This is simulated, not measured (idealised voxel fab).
Process module name: voxel released beams
Xsec cut, 185 nm wide, square cell size 5 nm.
In what follows, cross-sections appear as grids of square cells, described through bands that run from the top down, where every band is one or more rows of cells.
Top, bottom (nm), then materials left to right with widths (nm); lone material tagged "edge to edge" fills the whole band edge to edge; "blank" = empty space.
Height datum 0, below which the as-received substrate wafer is one material. Lowest band open at the bottom, running downward: "z 0 and below".
Read "30..40" as a graded width: first number on top, second number at the bottom, same change between each pair of neighbouring rows.
Step note "no alterations made" = no cross-section cell changed.
You'll see "Closed void entries" listing empty spaces that have no way open to the top, as long as they're 8 cells or more; the notation is width x height at distance, where the distance is from the left edge, and all of it is in nm.
Text after the settings on a step's line: the simulator's own remark on that step.
overlay nm: right-of-plan distance of the mask on a masked step; negative values mean left-of-plan.
Process steps (planned)
1: RECEIVE, material Si
2: CONFORMAL_DEP, material SiN, thk nm 5
3: DIRECTIONAL_DEP, material SiO2, thk nm 10
4: DIRECTIONAL_DEP, material aC, thk nm 10
5: PATTERN, tone open, mask id ANCHOR, material resist, width nm 30, thk nm 30, overlay nm 0
6: DIRECTIONAL_ETCH, etch materials aC, depth nm 10
7: STRIP, etch materials resist
8: DIRECTIONAL_ETCH, etch materials SiO2, depth nm 10
9: STRIP, etch materials aC
10: CONFORMAL_DEP, material polySi, thk nm 10
11: DIRECTIONAL_DEP, material aC, thk nm 15
12: PATTERN, tone cover, mask id BEAM, material resist, width nm 80, thk nm 35, overlay nm 0
13: DIRECTIONAL_ETCH, etch materials aC, depth nm 15
14: STRIP, etch materials resist
15: DIRECTIONAL_ETCH, etch materials polySi, depth nm 10
16: STRIP, etch materials aC
17: STRIP, etch materials SiO2
Wafer, first of two, run as planned
Wafer cross-section on receipt, i.e. after step 1
    z 0 and below  Si edge to edge
    Closed void entries: none
Step 2 complete: cross-section through the wafer
    z 5 to 0  SiN edge to edge
    Whatever lies below 0 is exactly as it was before.
Step 3 complete: cross-section through the wafer
    z 15 to 5  SiO2 edge to edge
    Whatever lies below 5 is exactly as it was before.
Step 4 complete: cross-section through the wafer
    z 25 to 15  aC edge to edge
    Whatever lies below 15 is exactly as it was before.
Step 5 complete: cross-section through the wafer
    z 55 to 25  resist 55 | blank 30 | resist 100
    Whatever lies below 25 is exactly as it was before.
Step 6 complete: cross-section through the wafer
    z 45 to 25  resist 55 | blank 30 | resist 100
    z 25 to 15  aC 55 | blank 30 | aC 100
    Whatever lies below 15 is exactly as it was before.
Step 7 complete: cross-section through the wafer
    z 25 to 15  aC 55 | blank 30 | aC 100
    Whatever lies below 15 is exactly as it was before.
Step 8 complete: cross-section through the wafer
    z 25 to 15  aC 55 | blank 30 | aC 100
    z 15 to 5  SiO2 55 | blank 30 | SiO2 100
    Whatever lies below 5 is exactly as it was before.
Step 9 complete: cross-section through the wafer
    z 15 to 5  SiO2 55 | blank 30 | SiO2 100
    Whatever lies below 5 is exactly as it was before.
Step 10 complete: cross-section through the wafer
    z 25 to 15  polySi 65 | blank 10 | polySi 110
    z 15 to 5  SiO2 55 | polySi 30 | SiO2 100
    Whatever lies below 5 is exactly as it was before.
Step 11 complete: cross-section through the wafer
    z 40 to 30  aC 65 | blank 10 | aC 110
    z 30 to 25  aC edge to edge
    z 25 to 15  polySi 65 | aC 10 | polySi 110
    Whatever lies below 15 is exactly as it was before.
Step 12 complete: cross-section through the wafer
    z 75 to 40  blank 50 | resist 80 | blank 55
    z 40 to 30  aC 65 | resist 10 | aC 110
    Whatever lies below 30 is exactly as it was before.
Step 13 complete: cross-section through the wafer
    z 60 to 40  blank 50 | resist 80 | blank 55
    z 40 to 30  blank 50 | aC 15 | resist 10 | aC 55 | blank 55
    z 30 to 25  blank 50 | aC 80 | blank 55
    Whatever lies below 25 is exactly as it was before.
Step 14 complete: cross-section through the wafer
    z 40 to 30  blank 50 | aC 15 | blank 10 | aC 55 | blank 55
    Whatever lies below 30 is exactly as it was before.
Step 15 complete: cross-section through the wafer
    z 40 to 30  blank 50 | aC 15 | blank 10 | aC 55 | blank 55
    z 30 to 25  blank 50 | aC 80 | blank 55
    z 25 to 15  blank 50 | polySi 15 | aC 10 | polySi 55 | blank 55
    Whatever lies below 15 is exactly as it was before.
Step 16 complete: cross-section through the wafer
    z 25 to 15  blank 50 | polySi 15 | blank 10 | polySi 55 | blank 55
    Whatever lies below 15 is exactly as it was before.
Step 17 complete: cross-section through the wafer
    z 25 to 15  blank 50 | polySi 15 | blank 10 | polySi 55 | blank 55
    z 15 to 5  blank 55 | polySi 30 | blank 100
    Whatever lies below 5 is exactly as it was before.
Wafer two. Identical start, identical plan. One mistake in execution. Identical history through step 1
Planned end of step 2: second wafer, cross-section
    z 15 to 0  SiN edge to edge
    Whatever lies below 0 is exactly as it was before.
Planned end of step 3: second wafer, cross-section
    z 25 to 15  SiO2 edge to edge
    Whatever lies below 15 is exactly as it was before.
Planned end of step 4: second wafer, cross-section
    z 35 to 25  aC edge to edge
    Whatever lies below 25 is exactly as it was before.
Planned end of step 5: second wafer, cross-section
    z 65 to 35  resist 55 | blank 30 | resist 100
    Whatever lies below 35 is exactly as it was before.
Planned end of step 6: second wafer, cross-section
    z 55 to 35  resist 55 | blank 30 | resist 100
    z 35 to 25  aC 55 | blank 30 | aC 100
    Whatever lies below 25 is exactly as it was before.
Planned end of step 7: second wafer, cross-section
    z 35 to 25  aC 55 | blank 30 | aC 100
    Whatever lies below 25 is exactly as it was before.
Planned end of step 8: second wafer, cross-section
    z 35 to 25  aC 55 | blank 30 | aC 100
    z 25 to 15  SiO2 55 | blank 30 | SiO2 100
    Whatever lies below 15 is exactly as it was before.
Planned end of step 9: second wafer, cross-section
    z 25 to 15  SiO2 55 | blank 30 | SiO2 100
    Whatever lies below 15 is exactly as it was before.
Planned end of step 10: second wafer, cross-section
    z 35 to 25  polySi 65 | blank 10 | polySi 110
    z 25 to 15  SiO2 55 | polySi 30 | SiO2 100
    Whatever lies below 15 is exactly as it was before.
Planned end of step 11: second wafer, cross-section
    z 50 to 40  aC 65 | blank 10 | aC 110
    z 40 to 35  aC edge to edge
    z 35 to 25  polySi 65 | aC 10 | polySi 110
    Whatever lies below 25 is exactly as it was before.
Planned end of step 12: second wafer, cross-section
    z 85 to 50  blank 50 | resist 80 | blank 55
    z 50 to 40  aC 65 | resist 10 | aC 110
    Whatever lies below 40 is exactly as it was before.
Planned end of step 13: second wafer, cross-section
    z 70 to 50  blank 50 | resist 80 | blank 55
    z 50 to 40  blank 50 | aC 15 | resist 10 | aC 55 | blank 55
    z 40 to 35  blank 50 | aC 80 | blank 55
    Whatever lies below 35 is exactly as it was before.
Planned end of step 14: second wafer, cross-section
    z 50 to 40  blank 50 | aC 15 | blank 10 | aC 55 | blank 55
    Whatever lies below 40 is exactly as it was before.
Planned end of step 15: second wafer, cross-section
    z 50 to 40  blank 50 | aC 15 | blank 10 | aC 55 | blank 55
    z 40 to 35  blank 50 | aC 80 | blank 55
    z 35 to 25  blank 50 | polySi 15 | aC 10 | polySi 55 | blank 55
    Whatever lies below 25 is exactly as it was before.
Planned end of step 16: second wafer, cross-section
    z 35 to 25  blank 50 | polySi 15 | blank 10 | polySi 55 | blank 55
    Whatever lies below 25 is exactly as it was before.
Planned end of step 17: second wafer, cross-section
    z 35 to 25  blank 50 | polySi 15 | blank 10 | polySi 55 | blank 55
    z 25 to 15  blank 55 | polySi 30 | blank 100
    Whatever lies below 15 is exactly as it was before.
Where did the run depart from the plan? the process deviated at step 2: the operation and settings actually run there were CONFORMAL_DEP, material SiN, thk nm 15
Final comparison by cell count, materials where the second wafer has more or fewer than the first: 74 more of SiN
